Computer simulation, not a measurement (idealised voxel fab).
You're looking at the process module voxel transistor to metal.
The figure presents cross-section cut, which has a width of 150 nm and is divided into square cells with an edge length of 5 nm.
A cross-section is a grid of square cells, given in bands from the top down. A band is one or more rows of cells.
Within each band entry, the heights of the top and of the bottom of the band appear first, in that order and in nm; the materials of the band then follow from left to right, each with its corresponding width in nm. The designation "throughout" on a single material indicates that it fills the band from edge to edge; the designation "air" indicates empty space.
Height is counted from the level 0, under which the received wafer is composed throughout of one material. The lowest of the bands is not closed at the bottom but continues downward, in the notation "0..down".
So if you see something like "30 to 40" for the width, read it as the top row of the band sitting at the first number and the bottom row at the second, with every row in between moving by the same amount as the last.
Reading "same as before" for a step: not a cell of the cross-section changed in it.
Enclosed voids (no open way to top), threshold 8 cells or more, entry "Closed empty spaces", notation width x height at distance, distance from left edge, nm.
Anything after a step's settings on that line? It's the simulator's own note about the step.
Steps that use a mask can have "overlay nm" on their line. It says how far the mask sat to the right of where it was meant to be. Negative means to the left.
### Process steps - plan
1) RECEIVE,material Si
2) CONFORMAL_DEP,material SiO2,thk nm 5
3) CONFORMAL_DEP,material SiN,thk nm 15
4) DIRECTIONAL_DEP,material aC,thk nm 15
5) PATTERN,tone cover,mask id ACTIVE,material resist,width nm 100,thk nm 35,overlay nm 0
6) DIRECTIONAL_ETCH,etch materials aC,depth nm 15
7) STRIP,etch materials resist
8) DIRECTIONAL_ETCH,etch materials SiN,depth nm 15
9) DIRECTIONAL_ETCH,etch materials SiO2,depth nm 5
10) DIRECTIONAL_ETCH,etch materials Si,depth nm 25
11) STRIP,etch materials aC
12) OXIDIZE,depth nm 5
13) FILL_DEP,material SiO2,thk nm 10
14) CMP,height nm 20
15) SELECTIVE_ETCH,etch materials SiO2,depth nm 10
16) STRIP,etch materials SiN
17) SELECTIVE_ETCH,etch materials SiO2,depth nm 5
18) OXIDIZE,depth nm 5
19) DIRECTIONAL_DEP,material polySi,thk nm 20
20) DIRECTIONAL_DEP,material SiCN,thk nm 15
21) PATTERN,tone cover,mask id GATE,material resist,width nm 20,thk nm 15,overlay nm 0
22) DIRECTIONAL_ETCH,etch materials SiCN,depth nm 25
23) DIRECTIONAL_ETCH,etch materials polySi,depth nm 30
24) STRIP,etch materials resist
25) CONFORMAL_DEP,material SiN,thk nm 10
26) DIRECTIONAL_ETCH,etch materials SiN,depth nm 10
27) DIRECTIONAL_ETCH,etch materials SiO2,depth nm 5
28) DIRECTIONAL_ETCH,etch materials Si,depth nm 15
29) EPI,material nSi,thk nm 15
30) FILL_DEP,material SiO2,thk nm 5
31) CMP,height nm 35
32) DIRECTIONAL_DEP,material SiO2,thk nm 15
33) MASKED_ETCH,tone open,mask id CONTACT,width nm 30,pitch nm 60,etch materials SiO2,depth nm 55,overlay nm 0
34) CONFORMAL_DEP,material TiN,thk nm 5
35) FILL_DEP,material W,thk nm 10
36) CMP,height nm 50
37) CONFORMAL_DEP,material SiN,thk nm 5
38) DIRECTIONAL_DEP,material SiO2,thk nm 15
39) MASKED_ETCH,tone open,mask id METAL_1,width nm 15,pitch nm 75,etch materials SiO2,depth nm 15,overlay nm 0
40) MASKED_ETCH,tone open,mask id METAL_1,width nm 15,pitch nm 75,etch materials SiN,depth nm 5,overlay nm 0
41) CONFORMAL_DEP,material TiN,thk nm 5
42) FILL_DEP,material Cu,thk nm 10
43) CMP,height nm 70
44) CONFORMAL_DEP,material SiCN,thk nm 5
45) DIRECTIONAL_DEP,material SiO2,thk nm 35
46) PATTERN,tone open,mask id METAL_2,material resist,width nm 15,pitch nm 75,thk nm 20,overlay nm 0
47) DIRECTIONAL_ETCH,etch materials SiO2,depth nm 20
48) STRIP,etch materials resist
49) DIRECTIONAL_DEP,material aC,thk nm 15
50) PATTERN,tone open,mask id METAL_2_HOLES,material resist,width nm 15,pitch nm 75,thk nm 30,overlay nm 0
51) DIRECTIONAL_ETCH,etch materials aC,depth nm 15
52) STRIP,etch materials resist
53) DIRECTIONAL_ETCH,etch materials SiO2,depth nm 15
54) DIRECTIONAL_ETCH,etch materials SiCN,depth nm 5
55) STRIP,etch materials aC
56) CONFORMAL_DEP,material TiN,thk nm 5
57) FILL_DEP,material Cu,thk nm 5
58) CMP,height nm 110
59) CONFORMAL_DEP,material SiN,thk nm 5
### Cross-section, incoming material, after step 1
  0..down | Si throughout
  Closed empty spaces: none
### Cross-section, first of two wafers, end of module, run as planned
  115..110 | SiN throughout
  110..75 | SiO2 30 nm, then TiN 5 nm, then Cu 5 nm, then TiN 5 nm, then SiO2 60 nm, then TiN 5 nm, then Cu 5 nm, then TiN 5 nm, then SiO2 30 nm
  75..70 | SiCN 30 nm, then TiN 15 nm, then SiCN 60 nm, then TiN 15 nm, then SiCN 30 nm
  70..55 | SiO2 30 nm, then TiN 5 nm, then Cu 5 nm, then TiN 5 nm, then SiO2 60 nm, then TiN 5 nm, then Cu 5 nm, then TiN 5 nm, then SiO2 30 nm
  55..50 | SiN 30 nm, then TiN 15 nm, then SiN 60 nm, then TiN 15 nm, then SiN 30 nm
  50..40 | SiO2 30 nm, then TiN 5 nm, then W 20 nm, then TiN 5 nm, then SiO2 30 nm, then TiN 5 nm, then W 20 nm, then TiN 5 nm, then SiO2 30 nm
  40..35 | SiO2 30 nm, then TiN 5 nm, then W 15 nm, then TiN 10 nm, then SiO2 30 nm, then TiN 10 nm, then W 15 nm, then TiN 5 nm, then SiO2 30 nm
  35..20 | SiO2 30 nm, then TiN 5 nm, then W 15 nm, then TiN 5 nm, then SiN 10 nm, then SiCN 20 nm, then SiN 10 nm, then TiN 5 nm, then W 15 nm, then TiN 5 nm, then SiO2 30 nm
  20..15 | SiO2 30 nm, then TiN 5 nm, then W 15 nm, then TiN 5 nm, then SiN 10 nm, then polySi 20 nm, then SiN 10 nm, then TiN 5 nm, then W 15 nm, then TiN 5 nm, then SiO2 30 nm
  15..10 | SiO2 30 nm, then TiN 25 nm, then SiN 10 nm, then polySi 20 nm, then SiN 10 nm, then TiN 25 nm, then SiO2 30 nm
  10..5 | SiO2 30 nm, then TiN 10 nm, then nSi 15 nm, then SiN 10 nm, then polySi 20 nm, then SiN 10 nm, then nSi 15 nm, then TiN 10 nm, then SiO2 30 nm
  5..0 | SiO2 20 nm, then SiN 10 nm, then TiN 10 nm, then nSi 15 nm, then SiN 10 nm, then polySi 20 nm, then SiN 10 nm, then nSi 15 nm, then TiN 10 nm, then SiN 10 nm, then SiO2 20 nm
  0..-5 | SiO2 30 nm, then TiN 10 nm, then nSi 15 nm, then SiO2 40 nm, then nSi 15 nm, then TiN 10 nm, then SiO2 30 nm
  -5..-20 | SiO2 30 nm, then nSi 25 nm, then Si 40 nm, then nSi 25 nm, then SiO2 30 nm
  -20..-30 | SiO2 30 nm, then Si 90 nm, then SiO2 30 nm
  -30..down | Si throughout
  Closed empty spaces: none
### Same start, same plan as the first wafer - but one mistake in the run. Cross-section of the second of the two at the end of the module
  115..110 | SiN throughout
  110..75 | SiO2 30 nm, then TiN 5 nm, then Cu 5 nm, then TiN 5 nm, then SiO2 60 nm, then TiN 5 nm, then Cu 5 nm, then TiN 5 nm, then SiO2 30 nm
  75..70 | SiCN 30 nm, then TiN 15 nm, then SiCN 60 nm, then TiN 15 nm, then SiCN 30 nm
  70..55 | SiO2 30 nm, then TiN 5 nm, then Cu 5 nm, then TiN 5 nm, then SiO2 60 nm, then TiN 5 nm, then Cu 5 nm, then TiN 5 nm, then SiO2 30 nm
  55..50 | SiN 30 nm, then TiN 15 nm, then SiN 60 nm, then TiN 15 nm, then SiN 30 nm
  50..35 | SiO2 35 nm, then TiN 5 nm, then W 10 nm, then TiN 5 nm, then SiO2 40 nm, then TiN 5 nm, then W 10 nm, then TiN 5 nm, then SiO2 35 nm
  35..20 | SiO2 35 nm, then TiN 5 nm, then W 10 nm, then TiN 5 nm, then SiN 10 nm, then SiCN 20 nm, then SiN 10 nm, then TiN 5 nm, then W 10 nm, then TiN 5 nm, then SiO2 35 nm
  20..15 | SiO2 35 nm, then TiN 5 nm, then W 10 nm, then TiN 5 nm, then SiN 10 nm, then polySi 20 nm, then SiN 10 nm, then TiN 5 nm, then W 10 nm, then TiN 5 nm, then SiO2 35 nm
  15..10 | SiO2 35 nm, then TiN 20 nm, then SiN 10 nm, then polySi 20 nm, then SiN 10 nm, then TiN 20 nm, then SiO2 35 nm
  10..5 | SiO2 35 nm, then TiN 5 nm, then nSi 15 nm, then SiN 10 nm, then polySi 20 nm, then SiN 10 nm, then nSi 15 nm, then TiN 5 nm, then SiO2 35 nm
  5..0 | SiO2 20 nm, then SiN 10 nm, then SiO2 5 nm, then TiN 5 nm, then nSi 15 nm, then SiN 10 nm, then polySi 20 nm, then SiN 10 nm, then nSi 15 nm, then TiN 5 nm, then SiO2 5 nm, then SiN 10 nm, then SiO2 20 nm
  0..-5 | SiO2 35 nm, then TiN 5 nm, then nSi 15 nm, then SiO2 40 nm, then nSi 15 nm, then TiN 5 nm, then SiO2 35 nm
  -5..-20 | SiO2 30 nm, then nSi 25 nm, then Si 40 nm, then nSi 25 nm, then SiO2 30 nm
  -20..-30 | SiO2 30 nm, then Si 90 nm, then SiO2 30 nm
  -30..down | Si throughout
  Closed empty spaces: none
Here's what went sideways: planned and actual differ for step 33; actual: MASKED_ETCH,tone open,mask id CONTACT,width nm 20,pitch nm 60,etch materials SiO2,depth nm 55,overlay nm 0
Wafer comparison, final, in cells, second relative to first, materials more or fewer: +28 SiO2, -10 TiN, -18 W
